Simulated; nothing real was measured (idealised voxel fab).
voxel gate over fins: a process module
Cross-sectional view cut (width: 250 nm; square cell size: 5 nm).
Throughout this document, each cross-section is represented as a grid of square cells and is presented as a sequence of bands enumerated from the top downward, where a band comprises one or more rows of cells.
Quick guide to a band line: top height, bottom height (nm) up front; then every material left to right with its width in nm. Only one material and it's marked "edge to edge"? Then it fills the band edge to edge. And "blank" just means empty space.
Height is counted from the level 0, under which the received wafer is composed throughout of one material. The lowest of the bands is not closed at the bottom but continues downward, in the notation "0..down".
You'd read "30 to 40" like this: the band's top row of cells is as wide as the first number, its bottom row is as wide as the second, and going down, every row changes width by the same amount as the row before did.
"left unchanged" means the step left every cell of the cross-section as it was.
Entry "Closed void entries". Content: empty spaces with no open connection to the top, size 8 cells or greater. Each: width x height at distance. Distance: from left edge. Unit: nm.
Whatever follows a step's settings on its line is a remark the simulator itself makes about that step.
overlay nm: where the mask lay relative to plan, measured to the right, on steps with a mask; negatives go left.

-- This section lists the process steps that were planned
step 1: RECEIVE, material Si
step 2: CONFORMAL_DEP, material SiN, thk nm 10
step 3: DIRECTIONAL_DEP, material aC, thk nm 10
step 4: PATTERN, tone cover, mask id FINS, material resist, width nm 15, pitch nm 50, thk nm 25, overlay nm 0
step 5: DIRECTIONAL_ETCH, etch materials aC, depth nm 10
step 6: STRIP, etch materials resist
step 7: DIRECTIONAL_ETCH, etch materials SiN, depth nm 10
step 8: DIRECTIONAL_ETCH, etch materials Si, depth nm 35
step 9: STRIP, etch materials aC
step 10: FILL_DEP, material SiO2, thk nm 5
step 11: CMP, height nm 10
step 12: MASKED_ETCH, tone open, mask id RAIL, width nm 15, etch materials SiO2, depth nm 40, overlay nm 0
step 13: CONFORMAL_DEP, material TiN, thk nm 5
step 14: FILL_DEP, material Ru, thk nm 10
step 15: CMP, height nm 10
step 16: SELECTIVE_ETCH, etch materials W Ru TiN, depth nm 35
step 17: FILL_DEP, material SiO2, thk nm 5
step 18: CMP, height nm 10
step 19: SELECTIVE_ETCH, etch materials SiO2, depth nm 25
step 20: STRIP, etch materials SiN
step 21: CONFORMAL_DEP, material HfO2, thk nm 5
step 22: CONFORMAL_DEP, material TiN, thk nm 5
step 23: CONFORMAL_DEP, material TiAl, thk nm 5
step 24: CONFORMAL_DEP, material TiN, thk nm 5
step 25: FILL_DEP, material W, thk nm 10
step 26: CMP, height nm 25
step 27: CONFORMAL_DEP, material SiCN, thk nm 5

-- Incoming wafer in cross-section (state: after step 1)
  0..down: Si edge to edge
  Closed void entries: none

-- Run as planned - first of the two wafers cross-sectioned at the end of the module
  30..25: SiCN edge to edge
  25..20: W edge to edge
  20..15: W (70)  TiN (105)  W (75)
  15..10: W (70)  TiN (5)  TiAl (45)  TiN (5)  TiAl (45)  TiN (5)  W (75)
  10..5: W (70)  TiN (5)  TiAl (5)  TiN (35)  TiAl (5)  TiN (5)  TiAl (5)  TiN (35)  TiAl (5)  TiN (5)  W (75)
  5..0: TiN (75)  TiAl (5)  TiN (5)  HfO2 (25)  TiN (5)  TiAl (5)  TiN (5)  TiAl (5)  TiN (5)  HfO2 (25)  TiN (5)  TiAl (5)  TiN (80)
  0..-5: TiAl (80)  TiN (5)  HfO2 (5)  Si (15)  HfO2 (5)  TiN (5)  TiAl (15)  TiN (5)  HfO2 (5)  Si (15)  HfO2 (5)  TiN (5)  TiAl (85)
  -5..-10: TiN (85)  HfO2 (5)  Si (15)  HfO2 (5)  TiN (25)  HfO2 (5)  Si (15)  HfO2 (5)  TiN (90)
  -10..-15: HfO2 (90)  Si (15)  HfO2 (35)  Si (15)  HfO2 (95)
  -15..-25: SiO2 (90)  Si (15)  SiO2 (35)  Si (15)  SiO2 (95)
  -25..-30: SiO2 (90)  Si (15)  SiO2 (10)  TiN (15)  SiO2 (10)  Si (15)  SiO2 (95)
  -30..-35: SiO2 (90)  Si (15)  SiO2 (35)  Si (15)  SiO2 (95)
  -35..down: Si edge to edge
  Closed void entries: none

-- The second wafer, shown in cross-section after the module: started the same way as the first and given the same plan, yet one mistake crept into how it was run
  30..25: SiCN edge to edge
  25..20: W edge to edge
  20..15: W (70)  TiN (105)  W (75)
  15..10: W (70)  TiN (5)  TiAl (45)  TiN (5)  TiAl (45)  TiN (5)  W (75)
  10..5: W (70)  TiN (5)  TiAl (5)  TiN (35)  TiAl (5)  TiN (5)  TiAl (5)  TiN (35)  TiAl (5)  TiN (5)  W (75)
  5..0: TiN (75)  TiAl (5)  TiN (5)  HfO2 (25)  TiN (5)  TiAl (5)  TiN (5)  TiAl (5)  TiN (5)  HfO2 (25)  TiN (5)  TiAl (5)  TiN (80)
  0..-5: TiAl (80)  TiN (5)  HfO2 (5)  Si (15)  HfO2 (5)  TiN (5)  TiAl (15)  TiN (5)  HfO2 (5)  Si (15)  HfO2 (5)  TiN (5)  TiAl (85)
  -5..-10: TiN (85)  HfO2 (5)  Si (15)  HfO2 (5)  TiN (25)  HfO2 (5)  Si (15)  HfO2 (5)  TiN (90)
  -10..-15: HfO2 (90)  Si (15)  HfO2 (35)  Si (15)  HfO2 (95)
  -15..-25: SiO2 (90)  Si (15)  SiO2 (35)  Si (15)  SiO2 (95)
  -25..down: Si edge to edge
  Closed void entries: none
In executing the process, a mistake was made relative to the plan: step 8 was run on a setting that differed from the plan, and what really ran there is DIRECTIONAL_ETCH, etch materials Si, depth nm 25
At the finish, the second wafer shows more or fewer cells for some materials than the first does: +88 Si | -85 SiO2 | -3 TiN
